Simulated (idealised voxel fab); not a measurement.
The name of this process module is voxel double patterning.
Section cut is 260 nm wide and gridded with 5 nm square cells.
For the purposes of this document, a cross-section shall be understood as a grid of square cells, specified as bands listed in top-to-bottom order, each band consisting of one or more rows of cells.
Per band: top height and bottom height in nm, followed by the left-to-right materials and their widths in nm; "everywhere" marks a single material spanning edge to edge, "air" marks empty space.
Heights are measured from 0, the level below which the as-received wafer is all one material; the lowest band has no bottom and continues downward, written as in "z 0 and below".
Read "30..40" as a graded width: first number on top, second number at the bottom, same change between each pair of neighbouring rows.
Basically "same as before" means that step didn't change any cell in the cross-section.
"Listed closed voids" - sealed voids, min. 8 cells, no opening to top; format: width x height at distance (distance from left edge; nm throughout).
Step line, after settings: the simulator's comment on this step.
For masked steps, "overlay nm" on the step line gives how far right of plan the mask actually lay; a minus sign means it lay to the left.

Intended process steps
- 1: RECEIVE, material Si
- 2: CONFORMAL_DEP, material SiO2, thk nm 5
- 3: DIRECTIONAL_DEP, material TiN, thk nm 20
- 4: DIRECTIONAL_DEP, material SiCN, thk nm 10
- 5: DIRECTIONAL_DEP, material aC, thk nm 15
- 6: PATTERN, tone open, mask id FIRST, material resist, width nm 15, pitch nm 50, thk nm 30, overlay nm 0
- 7: DIRECTIONAL_ETCH, etch materials aC, depth nm 15
- 8: STRIP, etch materials resist
- 9: DIRECTIONAL_ETCH, etch materials SiCN, depth nm 10
- 10: STRIP, etch materials aC
- 11: MASKED_ETCH, tone open, mask id SECOND, width nm 15, etch materials SiCN, depth nm 10, overlay nm 0
- 12: DIRECTIONAL_ETCH, etch materials TiN, depth nm 20
- 13: STRIP, etch materials SiCN

What follows covers the first of two wafers; it ran as planned

Wafer at receipt (post step 1), cross-section
> z 0 and below = Si everywhere
> Listed closed voids: none

After step 2, in cross-section
> z 5 to 0 = SiO2 everywhere
> below 0: unchanged

After step 3, in cross-section
> z 25 to 5 = TiN everywhere
> below 5: unchanged

After step 4, in cross-section
> z 35 to 25 = SiCN everywhere
> below 25: unchanged

After step 5, in cross-section
> z 50 to 35 = aC everywhere
> below 35: unchanged

After step 6, in cross-section
> z 80 to 50 = resist 95 nm; air 15 nm; resist 35 nm; air 15 nm; resist 100 nm
> below 50: unchanged

After step 7, in cross-section
> z 65 to 50 = resist 95 nm; air 15 nm; resist 35 nm; air 15 nm; resist 100 nm
> z 50 to 35 = aC 95 nm; air 15 nm; aC 35 nm; air 15 nm; aC 100 nm
> below 35: unchanged

After step 8, in cross-section
> z 50 to 35 = aC 95 nm; air 15 nm; aC 35 nm; air 15 nm; aC 100 nm
> below 35: unchanged

After step 9, in cross-section
> z 50 to 35 = aC 95 nm; air 15 nm; aC 35 nm; air 15 nm; aC 100 nm
> z 35 to 25 = SiCN 95 nm; air 15 nm; SiCN 35 nm; air 15 nm; SiCN 100 nm
> below 25: unchanged

After step 10, in cross-section
> z 35 to 25 = SiCN 95 nm; air 15 nm; SiCN 35 nm; air 15 nm; SiCN 100 nm
> below 25: unchanged

After step 11, in cross-section
> z 35 to 25 = SiCN 95 nm; air 15 nm; SiCN 10 nm; air 15 nm; SiCN 10 nm; air 15 nm; SiCN 100 nm
> below 25: unchanged

After step 12, in cross-section
> z 35 to 25 = SiCN 95 nm; air 15 nm; SiCN 10 nm; air 15 nm; SiCN 10 nm; air 15 nm; SiCN 100 nm
> z 25 to 5 = TiN 95 nm; air 15 nm; TiN 10 nm; air 15 nm; TiN 10 nm; air 15 nm; TiN 100 nm
> below 5: unchanged

After step 13, in cross-section
> z 25 to 5 = TiN 95 nm; air 15 nm; TiN 10 nm; air 15 nm; TiN 10 nm; air 15 nm; TiN 100 nm
> below 5: unchanged

Wafer two: like wafer one in start and plan, but with one mistake in execution; identical up to and including step 2

Cross-section: second wafer, time at which step 3 was scheduled to end
> z 45 to 5 = TiN everywhere
> below 5: unchanged

Cross-section: second wafer, time at which step 4 was scheduled to end
> z 55 to 45 = SiCN everywhere
> below 45: unchanged

Cross-section: second wafer, time at which step 5 was scheduled to end
> z 70 to 55 = aC everywhere
> below 55: unchanged

Cross-section: second wafer, time at which step 6 was scheduled to end
> z 100 to 70 = resist 95 nm; air 15 nm; resist 35 nm; air 15 nm; resist 100 nm
> below 70: unchanged

Cross-section: second wafer, time at which step 7 was scheduled to end
> z 85 to 70 = resist 95 nm; air 15 nm; resist 35 nm; air 15 nm; resist 100 nm
> z 70 to 55 = aC 95 nm; air 15 nm; aC 35 nm; air 15 nm; aC 100 nm
> below 55: unchanged

Cross-section: second wafer, time at which step 8 was scheduled to end
> z 70 to 55 = aC 95 nm; air 15 nm; aC 35 nm; air 15 nm; aC 100 nm
> below 55: unchanged

Cross-section: second wafer, time at which step 9 was scheduled to end
> z 70 to 55 = aC 95 nm; air 15 nm; aC 35 nm; air 15 nm; aC 100 nm
> z 55 to 45 = SiCN 95 nm; air 15 nm; SiCN 35 nm; air 15 nm; SiCN 100 nm
> below 45: unchanged

Cross-section: second wafer, time at which step 10 was scheduled to end
> z 55 to 45 = SiCN 95 nm; air 15 nm; SiCN 35 nm; air 15 nm; SiCN 100 nm
> below 45: unchanged

Cross-section: second wafer, time at which step 11 was scheduled to end
> z 55 to 45 = SiCN 95 nm; air 15 nm; SiCN 10 nm; air 15 nm; SiCN 10 nm; air 15 nm; SiCN 100 nm
> below 45: unchanged

Cross-section: second wafer, time at which step 12 was scheduled to end
> z 55 to 45 = SiCN 95 nm; air 15 nm; SiCN 10 nm; air 15 nm; SiCN 10 nm; air 15 nm; SiCN 100 nm
> z 45 to 25 = TiN 95 nm; air 15 nm; TiN 10 nm; air 15 nm; TiN 10 nm; air 15 nm; TiN 100 nm
> below 25: unchanged

Cross-section: second wafer, time at which step 13 was scheduled to end
> z 45 to 25 = TiN 95 nm; air 15 nm; TiN 10 nm; air 15 nm; TiN 10 nm; air 15 nm; TiN 100 nm
> below 25: unchanged
Want to know what went wrong? plan step 3 ran twice
Heads up, by the end the second wafer has more or fewer cells of some materials compared to the first: TiN: 208 more
